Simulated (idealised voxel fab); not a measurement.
process module | voxel spacer lines
cross-section cut | 200 nm wide | cells 5 nm
A cross-section is a grid of square cells, given in bands from the top down. A band is one or more rows of cells.
Each band's line starts with the height of the band's top and of its bottom, in nm. Then come its materials from left to right, each with its width in nm. One material with "throughout" fills the band from edge to edge. "air" is empty space.
Height 0 is the level under which the wafer as received is all one material. The lowest band goes on downwards, as in "0 down".
A width such as "30 to 40" changes by the same amount from each row of cells to the next, from the band's top row to its bottom row.
"no change" after a step means that no cell of the cross-section changed.
closed voids: empty space of 8 cells or more with no open way to the top, each as width x height at its distance from the left edge, in nm
after a step's settings: what the simulator itself notes on the step
overlay nm, on a step with a mask: how far to the right of its planned place the mask lay; to the left if negative
plan
1 op RECEIVE | material Si
2 op CONFORMAL_DEP | material Al2O3 | thk nm 10
3 op DIRECTIONAL_DEP | material TiN | thk nm 20
4 op DIRECTIONAL_DEP | material polySi | thk nm 30
5 op PATTERN | tone cover | mask id MANDREL | material resist | width nm 20 | pitch nm 60 | thk nm 35 | overlay nm 0
6 op DIRECTIONAL_ETCH | etch materials polySi | depth nm 30
7 op STRIP | etch materials resist
8 op CONFORMAL_DEP | material SiO2 | thk nm 10
9 op DIRECTIONAL_ETCH | etch materials SiO2 | depth nm 10
10 op STRIP | etch materials polySi
11 op DIRECTIONAL_ETCH | etch materials TiN | depth nm 20
12 op STRIP | etch materials SiO2
13 op FILL_DEP | material lowk | thk nm 5
14 op CMP | height nm 30
as received, after step 1
  0 down: Si throughout
  closed voids: none
a wafer at the end: this start, this plan, one mistake
  30 to 10: lowk 50 | TiN 10 | lowk 20 | TiN 10 | lowk 20 | TiN 10 | lowk 20 | TiN 10 | lowk 50
  10 to 0: polySi throughout
  0 down: Si throughout
  closed voids: none
what went wrong: step 2 ran as: op CONFORMAL_DEP | material polySi | thk nm 10
